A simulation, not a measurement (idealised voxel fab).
The name of this process module is voxel double patterning.
Cross-sectional view cut (width: 295 nm; square cell size: 5 nm).
Reading order for cross-sections: top band down to bottom band. Underlying form: a grid of square cells. Band size: one or more rows of cells. Top, bottom (nm), then materials left to right with widths (nm); lone material tagged "edge to edge" fills the whole band edge to edge; "blank" = empty space. The reference from which all heights are counted is 0, the level beneath which the as-received wafer is entirely one material; the lowest band, having no lower bound, proceeds downward and is written after the example "top 0, no bottom". Per-row width for "30 to 40": begins at first number (top row of band), ends at second number (bottom row), increment between rows held constant. The cross-section has no changed cell in any step marked "nothing changed". "Closed internal cavities" means: voids of 8 cells or more that are shut off from the top with no open way through. Written width x height at distance, distance from the left edge, in nm. Formally, on a step line, whatever follows the settings is a remark that the simulator itself makes on the step. overlay nm: step with mask; distance mask lay right of planned place; negative value = left of planned place.

[The process steps that were planned are listed below]
1: RECEIVE,material Si
2: CONFORMAL_DEP,material SiN,thk nm 10
3: DIRECTIONAL_DEP,material SiO2,thk nm 20
4: DIRECTIONAL_DEP,material SiCN,thk nm 10
5: PATTERN,tone open,mask id FIRST,material resist,width nm 15,pitch nm 50,thk nm 15,overlay nm 0
6: DIRECTIONAL_ETCH,etch materials SiCN,depth nm 10
7: STRIP,etch materials resist
8: DIRECTIONAL_DEP,material aC,thk nm 15
9: PATTERN,tone open,mask id SECOND,material resist,width nm 15,thk nm 35,overlay nm 0
10: DIRECTIONAL_ETCH,etch materials aC,depth nm 15
11: STRIP,etch materials resist
12: DIRECTIONAL_ETCH,etch materials SiCN,depth nm 10
13: STRIP,etch materials aC
14: DIRECTIONAL_ETCH,etch materials SiO2,depth nm 20
15: STRIP,etch materials SiCN

[So this is the incoming wafer in cross-section - it's already been through step 1]
* top 0, no bottom = Si edge to edge
* Closed internal cavities: none

[Cross-section, end of module. Start: as above. Plan: as above. Execution: one mistake]
* top 30, bottom 10 = SiO2 105 nm; blank 15 nm; SiO2 20 nm; blank 30 nm; SiO2 125 nm
* top 10, bottom 0 = SiN edge to edge
* top 0, no bottom = Si edge to edge
* Closed internal cavities: none
Deviation noted in wafer processing: in deviation from the planned setting, step 5 was conducted as PATTERN,tone open,mask id FIRST,material resist,width nm 15,pitch nm 50,thk nm 15,overlay nm -10
